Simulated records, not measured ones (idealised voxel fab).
process module | voxel wiring stack
cross-section cut | 190 nm wide | cells 5 nm
A cross-section is a grid of square cells, given in bands from the top down. A band is one or more rows of cells.
Each band's line starts with the height of the band's top and of its bottom, in nm. Then come its materials from left to right, each with its width in nm. One material with "throughout" fills the band from edge to edge. "air" is empty space.
Height 0 is the level under which the wafer as received is all one material. The lowest band goes on downwards, as in "0 down".
A width such as "30 to 40" changes by the same amount from each row of cells to the next, from the band's top row to its bottom row.
"no change" after a step means that no cell of the cross-section changed.
closed voids: empty space of 8 cells or more with no open way to the top, each as width x height at its distance from the left edge, in nm
after a step's settings: what the simulator itself notes on the step
overlay nm, on a step with a mask: how far to the right of its planned place the mask lay; to the left if negative
plan
1 op RECEIVE | material Si
2 op CONFORMAL_DEP | material SiO2 | thk nm 10
3 op DIRECTIONAL_DEP | material TiN | thk nm 5
4 op DIRECTIONAL_DEP | material Ru | thk nm 20
5 op MASKED_ETCH | tone cover | mask id METAL_1 | width nm 25 | pitch nm 40 | etch materials Ru | depth nm 20 | overlay nm 0
6 op MASKED_ETCH | tone cover | mask id METAL_1 | width nm 25 | pitch nm 40 | etch materials TiN | depth nm 5 | overlay nm 0
7 op FILL_DEP | material SiO2 | thk nm 10
8 op CMP | height nm 35
9 op CONFORMAL_DEP | material SiCN | thk nm 5
10 op DIRECTIONAL_DEP | material lowk | thk nm 30
11 op PATTERN | tone open | mask id METAL_2_HOLES | material resist | width nm 15 | thk nm 20 | overlay nm 0
12 op DIRECTIONAL_ETCH | etch materials lowk | depth nm 30
13 op STRIP | etch materials resist
14 op DIRECTIONAL_DEP | material aC | thk nm 10
15 op PATTERN | tone open | mask id METAL_2 | material resist | width nm 25 | pitch nm 40 | thk nm 30 | overlay nm 0
16 op DIRECTIONAL_ETCH | etch materials aC | depth nm 10
17 op STRIP | etch materials resist
18 op DIRECTIONAL_ETCH | etch materials lowk | depth nm 20
19 op DIRECTIONAL_ETCH | etch materials SiCN | depth nm 5
20 op STRIP | etch materials aC
21 op CONFORMAL_DEP | material TiN | thk nm 5
22 op FILL_DEP | material Cu | thk nm 10
23 op CMP | height nm 70
24 op CONFORMAL_DEP | material SiCN | thk nm 5
25 op DIRECTIONAL_DEP | material SiO2 | thk nm 35
26 op MASKED_ETCH | tone open | mask id METAL_3 | width nm 25 | pitch nm 40 | etch materials SiO2 | depth nm 20 | overlay nm 0
27 op DIRECTIONAL_DEP | material aC | thk nm 10
28 op PATTERN | tone open | mask id METAL_3_HOLES | material resist | width nm 15 | pitch nm 40 | thk nm 25 | overlay nm 0
29 op DIRECTIONAL_ETCH | etch materials aC | depth nm 10
30 op STRIP | etch materials resist
31 op DIRECTIONAL_ETCH | etch materials SiO2 | depth nm 15
32 op DIRECTIONAL_ETCH | etch materials SiCN | depth nm 5
33 op STRIP | etch materials aC
34 op CONFORMAL_DEP | material TiN | thk nm 5
35 op FILL_DEP | material Ru | thk nm 10
36 op CMP | height nm 110
37 op CONFORMAL_DEP | material SiCN | thk nm 5
38 op DIRECTIONAL_DEP | material SiO2 | thk nm 25
39 op PATTERN | tone open | mask id METAL_4 | material resist | width nm 25 | pitch nm 40 | thk nm 15 | overlay nm 0
40 op DIRECTIONAL_ETCH | etch materials SiO2 | depth nm 15
41 op STRIP | etch materials resist
42 op MASKED_ETCH | tone open | mask id METAL_4_HOLES | width nm 15 | etch materials SiO2 | depth nm 10 | overlay nm 0
43 op MASKED_ETCH | tone open | mask id METAL_4_HOLES | width nm 15 | etch materials SiCN | depth nm 5 | overlay nm 0
44 op CONFORMAL_DEP | material TiN | thk nm 5
45 op FILL_DEP | material Cu | thk nm 5
46 op CMP | height nm 140
47 op CONFORMAL_DEP | material SiCN | thk nm 5
as received, after step 1
  0 down: Si throughout
  closed voids: none
first wafer at the end, as planned
  145 to 140: SiCN throughout
  140 to 130: SiO2 60 | TiN 5 | Cu 15 | TiN 5 | SiO2 15 | TiN 5 | Cu 15 | TiN 5 | SiO2 65
  130 to 125: SiO2 60 | TiN 5 | Cu 5 | TiN 15 | SiO2 15 | TiN 25 | SiO2 65
  125 to 115: SiO2 60 | TiN 5 | Cu 5 | TiN 5 | SiO2 115
  115 to 110: SiCN 60 | TiN 15 | SiCN 115
  110 to 95: SiO2 60 | TiN 5 | Ru 15 | TiN 5 | SiO2 15 | TiN 5 | Ru 15 | TiN 5 | SiO2 65
  95 to 90: SiO2 60 | TiN 5 | Ru 5 | TiN 15 | SiO2 15 | TiN 5 | Ru 5 | TiN 15 | SiO2 65
  90 to 75: SiO2 60 | TiN 5 | Ru 5 | TiN 5 | SiO2 25 | TiN 5 | Ru 5 | TiN 5 | SiO2 75
  75 to 70: SiCN 60 | TiN 15 | SiCN 25 | TiN 15 | SiCN 75
  70 to 55: lowk 60 | TiN 5 | Cu 15 | TiN 5 | lowk 15 | TiN 5 | Cu 15 | TiN 5 | lowk 65
  55 to 50: lowk 60 | TiN 5 | Cu 5 | TiN 15 | lowk 15 | TiN 25 | lowk 65
  50 to 40: lowk 60 | TiN 5 | Cu 5 | TiN 5 | lowk 115
  40 to 35: SiCN 60 | TiN 15 | SiCN 115
  35 to 15: SiO2 60 | Ru 25 | SiO2 15 | Ru 25 | SiO2 65
  15 to 10: SiO2 60 | TiN 25 | SiO2 15 | TiN 25 | SiO2 65
  10 to 0: SiO2 throughout
  0 down: Si throughout
  closed voids: none
second wafer at the end: like start, like plan, one mistake
  145 to 140: SiCN throughout
  140 to 130: SiO2 60 | TiN 5 | Cu 15 | TiN 5 | SiO2 15 | TiN 5 | Cu 15 | TiN 5 | SiO2 65
  130 to 125: SiO2 60 | TiN 5 | Cu 5 | TiN 15 | SiO2 15 | TiN 25 | SiO2 65
  125 to 120: SiO2 60 | TiN 5 | Cu 5 | TiN 5 | SiO2 115
  120 to 115: SiO2 60 | TiN 15 | SiO2 115
  115 to 110: SiCN 65 | TiN 10 | SiCN 115
  110 to 95: SiO2 60 | TiN 5 | Ru 15 | TiN 5 | SiO2 15 | TiN 5 | Ru 15 | TiN 5 | SiO2 65
  95 to 90: SiO2 60 | TiN 5 | Ru 5 | TiN 15 | SiO2 15 | TiN 5 | Ru 5 | TiN 15 | SiO2 65
  90 to 75: SiO2 60 | TiN 5 | Ru 5 | TiN 5 | SiO2 25 | TiN 5 | Ru 5 | TiN 5 | SiO2 75
  75 to 70: SiCN 60 | TiN 15 | SiCN 25 | TiN 15 | SiCN 75
  70 to 55: lowk 60 | TiN 5 | Cu 15 | TiN 5 | lowk 15 | TiN 5 | Cu 15 | TiN 5 | lowk 65
  55 to 50: lowk 60 | TiN 5 | Cu 5 | TiN 15 | lowk 15 | TiN 25 | lowk 65
  50 to 40: lowk 60 | TiN 5 | Cu 5 | TiN 5 | lowk 115
  40 to 35: SiCN 60 | TiN 15 | SiCN 115
  35 to 15: SiO2 60 | Ru 25 | SiO2 15 | Ru 25 | SiO2 65
  15 to 10: SiO2 60 | TiN 25 | SiO2 15 | TiN 25 | SiO2 65
  10 to 0: SiO2 throughout
  0 down: Si throughout
  closed voids: none
what went wrong: step 43 ran as: op MASKED_ETCH | tone open | mask id METAL_4_HOLES | width nm 15 | etch materials SiCN | depth nm 5 | overlay nm 5
at the end the second wafer has, in cells: 1 fewer of Cu | 1 more of SiCN
